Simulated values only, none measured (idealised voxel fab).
The process module presented herein is designated voxel gate over fins.
Cross-section cut: width 165 nm, square cells of 5 nm.
Cross-section layout: square cells on a grid; listed as bands, top to bottom; a band spans one or more cell rows. Top height, bottom height, nm. Materials left to right, width each, nm. Single material + "edge to edge" = fills band edge to edge. "blank" = empty. All heights in this document are referenced to 0, defined as the level beneath which the wafer, as received, consists entirely of one material. The lowest band is not bounded below; it extends indefinitely downward and is written in the form "z 0 and below". You'd read "30->40" like this: the band's top row of cells is as wide as the first number, its bottom row is as wide as the second, and going down, every row changes width by the same amount as the row before did. "nothing was modified" (step): cross-section cells unchanged, all of them. Look at "Enclosed void catalog" for the closed voids: empty spaces with no open path to the top, sized 8 cells or up. Each is width x height at distance, distance from the left edge, all nm. Step line, after settings: the simulator's comment on this step. The optional step-line setting "overlay nm" applies to steps with a mask and quantifies how far to the right of its planned location the mask lay, a negative value indicating leftward placement.

[These are the steps we planned for the process]
| 1 | RECEIVE [material Si] |
| 2 | CONFORMAL_DEP [material SiN] [thk nm 10] |
| 3 | MASKED_ETCH [tone cover] [mask id FINS] [width nm 15] [pitch nm 55] [etch materials SiN] [depth nm 10] [overlay nm 0] |
| 4 | MASKED_ETCH [tone cover] [mask id FINS] [width nm 15] [pitch nm 55] [etch materials Si] [depth nm 30] [overlay nm 0] |
| 5 | OXIDIZE [depth nm 5] |
| 6 | FILL_DEP [material SiO2] [thk nm 5] |
| 7 | CMP [height nm 10] |
| 8 | DIRECTIONAL_DEP [material aC] [thk nm 10] |
| 9 | PATTERN [tone open] [mask id RAIL] [material resist] [width nm 15] [thk nm 30] [overlay nm 0] |
| 10 | DIRECTIONAL_ETCH [etch materials aC] [depth nm 10] |
| 11 | STRIP [etch materials resist] |
| 12 | DIRECTIONAL_ETCH [etch materials SiO2] [depth nm 35] |
| 13 | STRIP [etch materials aC] |
| 14 | CONFORMAL_DEP [material TiN] [thk nm 5] |
| 15 | FILL_DEP [material W] [thk nm 5] |
| 16 | CMP [height nm 10] |
| 17 | SELECTIVE_ETCH [etch materials W Ru TiN] [depth nm 30] |
| 18 | FILL_DEP [material SiO2] [thk nm 5] |
| 19 | CMP [height nm 10] |
| 20 | SELECTIVE_ETCH [etch materials SiO2] [depth nm 20] |
| 21 | STRIP [etch materials SiN] |
| 22 | CONFORMAL_DEP [material HfO2] [thk nm 5] |
| 23 | CONFORMAL_DEP [material TiN] [thk nm 5] |
| 24 | CONFORMAL_DEP [material TiAl] [thk nm 5] |
| 25 | CONFORMAL_DEP [material TiN] [thk nm 5] |
| 26 | FILL_DEP [material W] [thk nm 10] |
| 27 | CMP [height nm 25] |
| 28 | CONFORMAL_DEP [material SiN] [thk nm 10] |

[First of two wafers, processed according to plan]

[Shown in cross-section is the wafer as received, that is, as it stands after step 1]
z 0 and below | Si edge to edge
Enclosed void catalog: none

[Wafer after step 2 (cross-section)]
z 10 to 0 | SiN edge to edge
Rest of section, below 0: as before.

[Wafer after step 3 (cross-section)]
z 10 to 0 | blank 45; SiN 15; blank 40; SiN 15; blank 50
Rest of section, below 0: as before.

[Wafer after step 4 (cross-section)]
z 10 to 0 | blank 45; SiN 15; blank 40; SiN 15; blank 50
z 0 to -30 | blank 45; Si 15; blank 40; Si 15; blank 50
Rest of section, below -30: as before.

[Wafer after step 5 (cross-section)]
z 10 to 0 | blank 45; SiN 15; blank 40; SiN 15; blank 50
z 0 to -30 | blank 45; SiO2 5; Si 5; SiO2 5; blank 40; SiO2 5; Si 5; SiO2 5; blank 50
z -30 to -35 | SiO2 50; Si 5; SiO2 50; Si 5; SiO2 55
Rest of section, below -35: as before.

[Wafer after step 6 (cross-section)]
z 15 to 10 | SiO2 edge to edge
z 10 to 0 | SiO2 45; SiN 15; SiO2 40; SiN 15; SiO2 50
z 0 to -35 | SiO2 50; Si 5; SiO2 50; Si 5; SiO2 55
Rest of section, below -35: as before.

[Wafer after step 7 (cross-section)]
z 10 to 0 | SiO2 45; SiN 15; SiO2 40; SiN 15; SiO2 50
Rest of section, below 0: as before.

[Wafer after step 8 (cross-section)]
z 20 to 10 | aC edge to edge
Rest of section, below 10: as before.

[Wafer after step 9 (cross-section)]
z 50 to 20 | resist 70; blank 15; resist 80
Rest of section, below 20: as before.

[Wafer after step 10 (cross-section)]
z 40 to 20 | resist 70; blank 15; resist 80
z 20 to 10 | aC 70; blank 15; aC 80
Rest of section, below 10: as before.

[Wafer after step 11 (cross-section)]
z 20 to 10 | aC 70; blank 15; aC 80
Rest of section, below 10: as before.

[Wafer after step 12 (cross-section)]
z 20 to 10 | aC 70; blank 15; aC 80
z 10 to 0 | SiO2 45; SiN 15; SiO2 10; blank 15; SiO2 15; SiN 15; SiO2 50
z 0 to -25 | SiO2 50; Si 5; SiO2 15; blank 15; SiO2 20; Si 5; SiO2 55
Rest of section, below -25: as before.

[Wafer after step 13 (cross-section)]
z 10 to 0 | SiO2 45; SiN 15; SiO2 10; blank 15; SiO2 15; SiN 15; SiO2 50
Rest of section, below 0: as before.

[Wafer after step 14 (cross-section)]
z 15 to 10 | TiN 75; blank 5; TiN 85
z 10 to 0 | SiO2 45; SiN 15; SiO2 10; TiN 5; blank 5; TiN 5; SiO2 15; SiN 15; SiO2 50
z 0 to -20 | SiO2 50; Si 5; SiO2 15; TiN 5; blank 5; TiN 5; SiO2 20; Si 5; SiO2 55
z -20 to -25 | SiO2 50; Si 5; SiO2 15; TiN 15; SiO2 20; Si 5; SiO2 55
Rest of section, below -25: as before.

[Wafer after step 15 (cross-section)]
z 20 to 15 | W edge to edge
z 15 to 10 | TiN 75; W 5; TiN 85
z 10 to 0 | SiO2 45; SiN 15; SiO2 10; TiN 5; W 5; TiN 5; SiO2 15; SiN 15; SiO2 50
z 0 to -20 | SiO2 50; Si 5; SiO2 15; TiN 5; W 5; TiN 5; SiO2 20; Si 5; SiO2 55
Rest of section, below -20: as before.

[Wafer after step 16 (cross-section)]
z 10 to 0 | SiO2 45; SiN 15; SiO2 10; TiN 5; W 5; TiN 5; SiO2 15; SiN 15; SiO2 50
Rest of section, below 0: as before.

[Wafer after step 17 (cross-section)]
z 10 to 0 | SiO2 45; SiN 15; SiO2 10; blank 15; SiO2 15; SiN 15; SiO2 50
z 0 to -20 | SiO2 50; Si 5; SiO2 15; blank 15; SiO2 20; Si 5; SiO2 55
Rest of section, below -20: as before.

[Wafer after step 18 (cross-section)]
z 15 to 10 | SiO2 edge to edge
z 10 to 0 | SiO2 45; SiN 15; SiO2 40; SiN 15; SiO2 50
z 0 to -20 | SiO2 50; Si 5; SiO2 50; Si 5; SiO2 55
Rest of section, below -20: as before.

[Wafer after step 19 (cross-section)]
z 10 to 0 | SiO2 45; SiN 15; SiO2 40; SiN 15; SiO2 50
Rest of section, below 0: as before.

[Wafer after step 20 (cross-section)]
z 10 to 0 | blank 45; SiN 15; blank 40; SiN 15; blank 50
z 0 to -10 | blank 50; Si 5; blank 50; Si 5; blank 55
Rest of section, below -10: as before.

[Wafer after step 21 (cross-section)]
z 0 to -10 | blank 50; Si 5; blank 50; Si 5; blank 55
Rest of section, below -10: as before.

[Wafer after step 22 (cross-section)]
z 5 to 0 | blank 45; HfO2 15; blank 40; HfO2 15; blank 50
z 0 to -5 | blank 45; HfO2 5; Si 5; HfO2 5; blank 40; HfO2 5; Si 5; HfO2 5; blank 50
z -5 to -10 | HfO2 50; Si 5; HfO2 50; Si 5; HfO2 55
Rest of section, below -10: as before.

[Wafer after step 23 (cross-section)]
z 10 to 5 | blank 40; TiN 25; blank 30; TiN 25; blank 45
z 5 to 0 | blank 40; TiN 5; HfO2 15; TiN 5; blank 30; TiN 5; HfO2 15; TiN 5; blank 45
z 0 to -5 | TiN 45; HfO2 5; Si 5; HfO2 5; TiN 40; HfO2 5; Si 5; HfO2 5; TiN 50
Rest of section, below -5: as before.

[Wafer after step 24 (cross-section)]
z 15 to 10 | blank 35; TiAl 35; blank 20; TiAl 35; blank 40
z 10 to 5 | blank 35; TiAl 5; TiN 25; TiAl 5; blank 20; TiAl 5; TiN 25; TiAl 5; blank 40
z 5 to 0 | TiAl 40; TiN 5; HfO2 15; TiN 5; TiAl 30; TiN 5; HfO2 15; TiN 5; TiAl 45
Rest of section, below 0: as before.

[Wafer after step 25 (cross-section)]
z 20 to 15 | blank 30; TiN 45; blank 10; TiN 45; blank 35
z 15 to 10 | blank 30; TiN 5; TiAl 35; TiN 5; blank 10; TiN 5; TiAl 35; TiN 5; blank 35
z 10 to 5 | TiN 35; TiAl 5; TiN 25; TiAl 5; TiN 20; TiAl 5; TiN 25; TiAl 5; TiN 40
Rest of section, below 5: as before.

[Wafer after step 26 (cross-section)]
z 30 to 20 | W edge to edge
z 20 to 15 | W 30; TiN 45; W 10; TiN 45; W 35
z 15 to 10 | W 30; TiN 5; TiAl 35; TiN 5; W 10; TiN 5; TiAl 35; TiN 5; W 35
Rest of section, below 10: as before.

[Wafer after step 27 (cross-section)]
z 25 to 20 | W edge to edge
Rest of section, below 20: as before.

[Wafer after step 28 (cross-section)]
z 35 to 25 | SiN edge to edge
Rest of section, below 25: as before.

[Second wafer. Start and plan as for the first. One mistake made in running. Agrees with the first up to and including step 19]

[The second wafer cut through, at the time step 20 was supposed to be finished]
z 10 to 0 | blank 45; SiN 15; blank 40; SiN 15; blank 50
z 0 to -20 | blank 50; Si 5; blank 50; Si 5; blank 55
z -20 to -25 | blank 50; Si 5; blank 15; TiN 15; blank 20; Si 5; blank 55
z -25 to -30 | blank 50; Si 5; blank 20; SiO2 5; blank 25; Si 5; blank 55
Rest of section, below -30: as before.

[The second wafer cut through, at the time step 21 was supposed to be finished]
z 0 to -20 | blank 50; Si 5; blank 50; Si 5; blank 55
Rest of section, below -20: as before.

[The second wafer cut through, at the time step 22 was supposed to be finished]
z 5 to 0 | blank 45; HfO2 15; blank 40; HfO2 15; blank 50
z 0 to -15 | blank 45; HfO2 5; Si 5; HfO2 5; blank 40; HfO2 5; Si 5; HfO2 5; blank 50
z -15 to -20 | blank 45; HfO2 5; Si 5; HfO2 5; blank 5; HfO2 25; blank 10; HfO2 5; Si 5; HfO2 5; blank 50
z -20 to -25 | blank 45; HfO2 5; Si 5; HfO2 5; blank 5; HfO2 5; TiN 15; HfO2 5; blank 10; HfO2 5; Si 5; HfO2 5; blank 50
z -25 to -30 | HfO2 50; Si 5; HfO2 20; SiO2 5; HfO2 25; Si 5; HfO2 55
Rest of section, below -30: as before.

[The second wafer cut through, at the time step 23 was supposed to be finished]
z 10 to 5 | blank 40; TiN 25; blank 30; TiN 25; blank 45
z 5 to 0 | blank 40; TiN 5; HfO2 15; TiN 5; blank 30; TiN 5; HfO2 15; TiN 5; blank 45
z 0 to -10 | blank 40; TiN 5; HfO2 5; Si 5; HfO2 5; TiN 5; blank 30; TiN 5; HfO2 5; Si 5; HfO2 5; TiN 5; blank 45
z -10 to -15 | blank 40; TiN 5; HfO2 5; Si 5; HfO2 5; TiN 40; HfO2 5; Si 5; HfO2 5; TiN 5; blank 45
z -15 to -20 | blank 40; TiN 5; HfO2 5; Si 5; HfO2 5; TiN 5; HfO2 25; TiN 10; HfO2 5; Si 5; HfO2 5; TiN 5; blank 45
z -20 to -25 | TiN 45; HfO2 5; Si 5; HfO2 5; TiN 5; HfO2 5; TiN 15; HfO2 5; TiN 10; HfO2 5; Si 5; HfO2 5; TiN 50
Rest of section, below -25: as before.

[The second wafer cut through, at the time step 24 was supposed to be finished]
z 15 to 10 | blank 35; TiAl 35; blank 20; TiAl 35; blank 40
z 10 to 5 | blank 35; TiAl 5; TiN 25; TiAl 5; blank 20; TiAl 5; TiN 25; TiAl 5; blank 40
z 5 to 0 | blank 35; TiAl 5; TiN 5; HfO2 15; TiN 5; TiAl 5; blank 20; TiAl 5; TiN 5; HfO2 15; TiN 5; TiAl 5; blank 40
z 0 to -5 | blank 35; TiAl 5; TiN 5; HfO2 5; Si 5; HfO2 5; TiN 5; TiAl 5; blank 20; TiAl 5; TiN 5; HfO2 5; Si 5; HfO2 5; TiN 5; TiAl 5; blank 40
z -5 to -10 | blank 35; TiAl 5; TiN 5; HfO2 5; Si 5; HfO2 5; TiN 5; TiAl 30; TiN 5; HfO2 5; Si 5; HfO2 5; TiN 5; TiAl 5; blank 40
z -10 to -15 | blank 35; TiAl 5; TiN 5; HfO2 5; Si 5; HfO2 5; TiN 40; HfO2 5; Si 5; HfO2 5; TiN 5; TiAl 5; blank 40
z -15 to -20 | TiAl 40; TiN 5; HfO2 5; Si 5; HfO2 5; TiN 5; HfO2 25; TiN 10; HfO2 5; Si 5; HfO2 5; TiN 5; TiAl 45
Rest of section, below -20: as before.

[The second wafer cut through, at the time step 25 was supposed to be finished]
z 20 to 15 | blank 30; TiN 45; blank 10; TiN 45; blank 35
z 15 to 10 | blank 30; TiN 5; TiAl 35; TiN 5; blank 10; TiN 5; TiAl 35; TiN 5; blank 35
z 10 to 5 | blank 30; TiN 5; TiAl 5; TiN 25; TiAl 5; TiN 5; blank 10; TiN 5; TiAl 5; TiN 25; TiAl 5; TiN 5; blank 35
z 5 to 0 | blank 30; TiN 5; TiAl 5; TiN 5; HfO2 15; TiN 5; TiAl 5; TiN 5; blank 10; TiN 5; TiAl 5; TiN 5; HfO2 15; TiN 5; TiAl 5; TiN 5; blank 35
z 0 to -5 | blank 30; TiN 5; TiAl 5; TiN 5; HfO2 5; Si 5; HfO2 5; TiN 5; TiAl 5; TiN 20; TiAl 5; TiN 5; HfO2 5; Si 5; HfO2 5; TiN 5; TiAl 5; TiN 5; blank 35
z -5 to -10 | blank 30; TiN 5; TiAl 5; TiN 5; HfO2 5; Si 5; HfO2 5; TiN 5; TiAl 30; TiN 5; HfO2 5; Si 5; HfO2 5; TiN 5; TiAl 5; TiN 5; blank 35
z -10 to -15 | TiN 35; TiAl 5; TiN 5; HfO2 5; Si 5; HfO2 5; TiN 40; HfO2 5; Si 5; HfO2 5; TiN 5; TiAl 5; TiN 40
Rest of section, below -15: as before.

[The second wafer cut through, at the time step 26 was supposed to be finished]
z 30 to 20 | W edge to edge
z 20 to 15 | W 30; TiN 45; W 10; TiN 45; W 35
z 15 to 10 | W 30; TiN 5; TiAl 35; TiN 5; W 10; TiN 5; TiAl 35; TiN 5; W 35
z 10 to 5 | W 30; TiN 5; TiAl 5; TiN 25; TiAl 5; TiN 5; W 10; TiN 5; TiAl 5; TiN 25; TiAl 5; TiN 5; W 35
z 5 to 0 | W 30; TiN 5; TiAl 5; TiN 5; HfO2 15; TiN 5; TiAl 5; TiN 5; W 10; TiN 5; TiAl 5; TiN 5; HfO2 15; TiN 5; TiAl 5; TiN 5; W 35
z 0 to -5 | W 30; TiN 5; TiAl 5; TiN 5; HfO2 5; Si 5; HfO2 5; TiN 5; TiAl 5; TiN 20; TiAl 5; TiN 5; HfO2 5; Si 5; HfO2 5; TiN 5; TiAl 5; TiN 5; W 35
z -5 to -10 | W 30; TiN 5; TiAl 5; TiN 5; HfO2 5; Si 5; HfO2 5; TiN 5; TiAl 30; TiN 5; HfO2 5; Si 5; HfO2 5; TiN 5; TiAl 5; TiN 5; W 35
Rest of section, below -10: as before.

[The second wafer cut through, at the time step 27 was supposed to be finished]
z 25 to 20 | W edge to edge
Rest of section, below 20: as before.

[The second wafer cut through, at the time step 28 was supposed to be finished]
z 35 to 25 | SiN edge to edge
Rest of section, below 25: as before.
What was the processing mistake? yeah, plan step 20 got run twice
Final comparison by cell count, materials where the second wafer has more or fewer than the first: 22 more of HfO2; 120 fewer of SiO2; 12 more of TiAl; 30 more of TiN; 56 more of W
